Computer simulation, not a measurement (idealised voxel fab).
Title: Process Module voxel released beams
Square cells of 5 nm make up the cross-section cut, whose width is 200 nm.
Heads up, the way a cross-section reads in here is a grid of square cells, handed over as bands from the top down, with every band being one or more rows of cells.
Top height, bottom height, nm. Materials left to right, width each, nm. Single material + "all across" = fills band edge to edge. "air" = empty.
Height 0 is the level under which the wafer as received is all one material. The lowest band goes on downwards, as in "0 nm and below".
It should be noted that a width expressed as "30..40" varies in equal increments from row to row of cells within the band, taking the value of the first number at the top row and that of the second number at the bottom row.
"nothing altered" after a step means that no cell of the cross-section changed.
Listed in "Catalogued sealed voids": every empty space of 8 or more cells without an open way to the top. Form: width x height at distance, the distance being from the left edge, all in nm.
Where a step's line continues beyond its settings, the continuation is a remark by the simulator itself on that step.
For masked steps, "overlay nm" on the step line gives how far right of plan the mask actually lay; a minus sign means it lay to the left.

List of planned process steps
| 1 | RECEIVE [material Si] |
| 2 | CONFORMAL_DEP [material SiN] [thk nm 10] |
| 3 | DIRECTIONAL_DEP [material SiO2] [thk nm 10] |
| 4 | MASKED_ETCH [tone open] [mask id ANCHOR] [width nm 30] [etch materials SiO2] [depth nm 10] [overlay nm 0] |
| 5 | CONFORMAL_DEP [material W] [thk nm 10] |
| 6 | DIRECTIONAL_DEP [material aC] [thk nm 15] |
| 7 | PATTERN [tone cover] [mask id BEAM] [material resist] [width nm 90] [thk nm 35] [overlay nm 0] |
| 8 | DIRECTIONAL_ETCH [etch materials aC] [depth nm 15] |
| 9 | STRIP [etch materials resist] |
| 10 | DIRECTIONAL_ETCH [etch materials W] [depth nm 10] |
| 11 | STRIP [etch materials aC] |
| 12 | STRIP [etch materials SiO2] |

Account of the first of two wafers, which was processed as intended

The cross-section here shows the wafer as received, i.e. in its state after step 1
- 0 nm and below: Si all across
- Catalogued sealed voids: none

Once step 2 is through, the wafer looks like this in cross-section
- 10 nm to 0 nm: SiN all across
- Everything below 0 is unchanged.

Once step 3 is through, the wafer looks like this in cross-section
- 20 nm to 10 nm: SiO2 all across
- Everything below 10 is unchanged.

Once step 4 is through, the wafer looks like this in cross-section
- 20 nm to 10 nm: SiO2 (55)  air (30)  SiO2 (115)
- Everything below 10 is unchanged.

Once step 5 is through, the wafer looks like this in cross-section
- 30 nm to 20 nm: W (65)  air (10)  W (125)
- 20 nm to 10 nm: SiO2 (55)  W (30)  SiO2 (115)
- Everything below 10 is unchanged.

Once step 6 is through, the wafer looks like this in cross-section
- 45 nm to 35 nm: aC (65)  air (10)  aC (125)
- 35 nm to 30 nm: aC all across
- 30 nm to 20 nm: W (65)  aC (10)  W (125)
- Everything below 20 is unchanged.

Once step 7 is through, the wafer looks like this in cross-section
- 80 nm to 45 nm: air (50)  resist (90)  air (60)
- 45 nm to 35 nm: aC (65)  resist (10)  aC (125)
- Everything below 35 is unchanged.

Once step 8 is through, the wafer looks like this in cross-section
- 65 nm to 45 nm: air (50)  resist (90)  air (60)
- 45 nm to 35 nm: air (50)  aC (15)  resist (10)  aC (65)  air (60)
- 35 nm to 30 nm: air (50)  aC (90)  air (60)
- Everything below 30 is unchanged.

Once step 9 is through, the wafer looks like this in cross-section
- 45 nm to 35 nm: air (50)  aC (15)  air (10)  aC (65)  air (60)
- Everything below 35 is unchanged.

Once step 10 is through, the wafer looks like this in cross-section
- 45 nm to 35 nm: air (50)  aC (15)  air (10)  aC (65)  air (60)
- 35 nm to 30 nm: air (50)  aC (90)  air (60)
- 30 nm to 20 nm: air (50)  W (15)  aC (10)  W (65)  air (60)
- Everything below 20 is unchanged.

Once step 11 is through, the wafer looks like this in cross-section
- 30 nm to 20 nm: air (50)  W (15)  air (10)  W (65)  air (60)
- Everything below 20 is unchanged.

Once step 12 is through, the wafer looks like this in cross-section
- 30 nm to 20 nm: air (50)  W (15)  air (10)  W (65)  air (60)
- 20 nm to 10 nm: air (55)  W (30)  air (115)
- Everything below 10 is unchanged.

Second wafer: same start and same plan as the first, one execution error; identical to the first through step 2

Second wafer shown in cross-section at the time step 3 was slated to end
- 20 nm to 0 nm: SiN all across
- Everything below 0 is unchanged.

Second wafer shown in cross-section at the time step 4 was slated to end: nothing altered

Second wafer shown in cross-section at the time step 5 was slated to end
- 30 nm to 20 nm: W all across
- Everything below 20 is unchanged.

Second wafer shown in cross-section at the time step 6 was slated to end
- 45 nm to 30 nm: aC all across
- Everything below 30 is unchanged.

Second wafer shown in cross-section at the time step 7 was slated to end
- 80 nm to 45 nm: air (50)  resist (90)  air (60)
- Everything below 45 is unchanged.

Second wafer shown in cross-section at the time step 8 was slated to end
- 65 nm to 45 nm: air (50)  resist (90)  air (60)
- 45 nm to 30 nm: air (50)  aC (90)  air (60)
- Everything below 30 is unchanged.

Second wafer shown in cross-section at the time step 9 was slated to end
- 45 nm to 30 nm: air (50)  aC (90)  air (60)
- Everything below 30 is unchanged.

Second wafer shown in cross-section at the time step 10 was slated to end
- 45 nm to 30 nm: air (50)  aC (90)  air (60)
- 30 nm to 20 nm: air (50)  W (90)  air (60)
- Everything below 20 is unchanged.

Second wafer shown in cross-section at the time step 11 was slated to end
- 30 nm to 20 nm: air (50)  W (90)  air (60)
- Everything below 20 is unchanged.

Second wafer shown in cross-section at the time step 12 was slated to end: nothing altered
The mistake made against the process plan was this: step 3 deviated from plan and actually ran as DIRECTIONAL_DEP [material SiN] [thk nm 10]
Materials where the second wafer ends with more or fewer cells than the first: SiN +80 | W -8
